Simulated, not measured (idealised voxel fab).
process module | voxel transistor to metal
Section cut is 150 nm wide and gridded with 5 nm square cells.
How to read a cross-section here: the picture is a grid of square cells, written as bands going from the top down, and any band can span one or more rows of cells.
Quick guide to a band line: top height, bottom height (nm) up front; then every material left to right with its width in nm. Only one material and it's marked "all across"? Then it fills the band edge to edge. And "air" just means empty space.
Measure heights from 0. That's the level where, below it, the as-received wafer is all one material. The lowest band is bottomless and extends downward; write it as in "from 0 down".
Per-row width for "30..40": begins at first number (top row of band), ends at second number (bottom row), increment between rows held constant.
Basically "nothing was modified" means that step didn't change any cell in the cross-section.
Each empty space that has no open way to the top and spans at least 8 cells appears under "Trapped cavities" as width x height at distance, the distance counted from the left edge, all in nm.
Step line, after settings: the simulator's comment on this step.
overlay nm: mask right of planned place by this much (step with mask). Neg. = left.
Steps in the process plan:
1 RECEIVE: material Si
2 OXIDIZE: depth nm 5
3 CONFORMAL_DEP: material SiN, thk nm 10
4 MASKED_ETCH: tone cover, mask id ACTIVE, width nm 95, etch materials SiN, depth nm 10, overlay nm 0
5 MASKED_ETCH: tone cover, mask id ACTIVE, width nm 95, etch materials SiO2, depth nm 5, overlay nm 0
6 MASKED_ETCH: tone cover, mask id ACTIVE, width nm 95, etch materials Si, depth nm 25, overlay nm 0
7 FILL_DEP: material SiO2, thk nm 15
8 CMP: height nm 10
9 SELECTIVE_ETCH: etch materials SiO2, depth nm 10
10 STRIP: etch materials SiN
11 SELECTIVE_ETCH: etch materials SiO2, depth nm 5
12 OXIDIZE: depth nm 5
13 DIRECTIONAL_DEP: material polySi, thk nm 25
14 DIRECTIONAL_DEP: material SiCN, thk nm 15
15 PATTERN: tone cover, mask id GATE, material resist, width nm 25, thk nm 20, overlay nm 0
16 DIRECTIONAL_ETCH: etch materials SiCN, depth nm 25
17 DIRECTIONAL_ETCH: etch materials polySi, depth nm 35
18 STRIP: etch materials resist
19 CONFORMAL_DEP: material SiO2, thk nm 5
20 DIRECTIONAL_ETCH: etch materials SiO2, depth nm 5
21 CONFORMAL_DEP: material SiN, thk nm 5
22 DIRECTIONAL_ETCH: etch materials SiN, depth nm 5
23 DIRECTIONAL_ETCH: etch materials SiO2, depth nm 5
24 DIRECTIONAL_ETCH: etch materials Si, depth nm 10
25 EPI: material SiGe, thk nm 10
26 FILL_DEP: material SiO2, thk nm 10
27 CMP: height nm 35
28 DIRECTIONAL_DEP: material SiO2, thk nm 10
29 MASKED_ETCH: tone open, mask id CONTACT, width nm 25, pitch nm 60, etch materials SiO2, depth nm 55, overlay nm 0
30 CONFORMAL_DEP: material TiN, thk nm 5
31 FILL_DEP: material Ru, thk nm 5
32 CMP: height nm 45
33 DIRECTIONAL_DEP: material TiN, thk nm 5
34 DIRECTIONAL_DEP: material Ru, thk nm 20
35 PATTERN: tone cover, mask id METAL_1, material resist, width nm 15, pitch nm 70, thk nm 20, overlay nm 0
36 DIRECTIONAL_ETCH: etch materials Ru, depth nm 20
37 DIRECTIONAL_ETCH: etch materials TiN, depth nm 5
38 STRIP: etch materials resist
39 CONFORMAL_DEP: material SiN, thk nm 5
40 FILL_DEP: material SiO2, thk nm 5
41 CMP: height nm 70
42 CONFORMAL_DEP: material SiN, thk nm 5
Shown in cross-section is the wafer as received, that is, as it stands after step 1:
    from 0 down: Si all across
    Trapped cavities: none
End-of-module cross-section of the first of two wafers, processed as planned:
    from 75 to 70: SiN all across
    from 70 to 50: 25 nm SiO2 | 5 nm SiN | 15 nm Ru | 5 nm SiN | 45 nm SiO2 | 5 nm SiN | 15 nm Ru | 5 nm SiN | 30 nm SiO2
    from 50 to 45: 30 nm SiN | 15 nm TiN | 55 nm SiN | 15 nm TiN | 35 nm SiN
    from 45 to 35: 30 nm SiO2 | 5 nm TiN | 15..10 nm Ru | 5..10 nm TiN | 35 nm SiO2 | 5..10 nm TiN | 15..10 nm Ru | 5 nm TiN | 35 nm SiO2
    from 35 to 20: 30 nm SiO2 | 5 nm TiN | 10 nm Ru | 5 nm TiN | 5 nm SiN | 5 nm SiO2 | 25 nm SiCN | 5 nm SiO2 | 5 nm SiN | 5 nm TiN | 10 nm Ru | 5 nm TiN | 35 nm SiO2
    from 20 to 5: 30 nm SiO2 | 5 nm TiN | 10 nm Ru | 5 nm TiN | 5 nm SiN | 5 nm SiO2 | 25 nm polySi | 5 nm SiO2 | 5 nm SiN | 5 nm TiN | 10 nm Ru | 5 nm TiN | 35 nm SiO2
    from 5 to 0: 30 nm SiO2 | 20 nm TiN | 5 nm SiN | 5 nm SiO2 | 25 nm polySi | 5 nm SiO2 | 5 nm SiN | 20 nm TiN | 35 nm SiO2
    from 0 to -5: 30 nm SiO2 | 10 nm TiN | 10 nm SiGe | 5 nm SiN | 5 nm SiO2 | 25 nm polySi | 5 nm SiO2 | 5 nm SiN | 10 nm SiGe | 10 nm TiN | 35 nm SiO2
    from -5 to -10: 30 nm SiO2 | 10 nm TiN | 10 nm SiGe | 45 nm SiO2 | 10 nm SiGe | 10 nm TiN | 35 nm SiO2
    from -10 to -20: 25 nm SiO2 | 25 nm SiGe | 45 nm Si | 25 nm SiGe | 30 nm SiO2
    from -20 to -30: 25 nm SiO2 | 95 nm Si | 30 nm SiO2
    from -30 down: Si all across
    Trapped cavities: none
Cross-sectional view: second of two wafers, end of module; start and plan identical to the first, one mistake in running:
    from 75 to 70: SiN all across
    from 70 to 50: 25 nm SiO2 | 5 nm SiN | 15 nm Ru | 5 nm SiN | 45 nm SiO2 | 5 nm SiN | 15 nm Ru | 5 nm SiN | 30 nm SiO2
    from 50 to 45: 30 nm SiN | 15 nm TiN | 55 nm SiN | 15 nm TiN | 35 nm SiN
    from 45 to 35: 30 nm SiO2 | 5 nm TiN | 15 nm Ru | 5 nm TiN | 35 nm SiO2 | 5 nm TiN | 15 nm Ru | 5 nm TiN | 35 nm SiO2
    from 35 to 20: 30 nm SiO2 | 5 nm TiN | 15 nm Ru | 5 nm TiN | 5 nm SiN | 25 nm SiCN | 5 nm SiN | 5 nm TiN | 15 nm Ru | 5 nm TiN | 35 nm SiO2
    from 20 to 5: 30 nm SiO2 | 5 nm TiN | 15 nm Ru | 5 nm TiN | 5 nm SiN | 25 nm polySi | 5 nm SiN | 5 nm TiN | 15 nm Ru | 5 nm TiN | 35 nm SiO2
    from 5 to 0: 30 nm SiO2 | 5 nm TiN | 5 nm Ru | 15 nm TiN | 5 nm SiN | 25 nm polySi | 5 nm SiN | 15 nm TiN | 5 nm Ru | 5 nm TiN | 35 nm SiO2
    from 0 to -5: 30 nm SiO2 | 5 nm TiN | 5 nm Ru | 5 nm TiN | 10 nm SiGe | 5 nm SiN | 25 nm polySi | 5 nm SiN | 10 nm SiGe | 5 nm TiN | 5 nm Ru | 5 nm TiN | 35 nm SiO2
    from -5 to -10: 30 nm SiO2 | 15 nm TiN | 10 nm SiGe | 5 nm SiN | 25 nm SiO2 | 5 nm SiN | 10 nm SiGe | 15 nm TiN | 35 nm SiO2
    from -10 to -20: 20..25 nm SiO2 | 35..30 nm SiGe | 35 nm Si | 35..30 nm SiGe | 25..30 nm SiO2
    from -20 to -30: 25 nm SiO2 | 95 nm Si | 30 nm SiO2
    from -30 down: Si all across
    Trapped cavities: none
Which mistake was made when the wafer was run? step 19 in the plan did not get run; it was skipped
Bottom line after processing is that, in cells, the second wafer is up or down on some materials versus the first: Ru: 18 more; Si: 4 fewer; SiGe: 6 more; SiN: 2 more; SiO2: 22 fewer
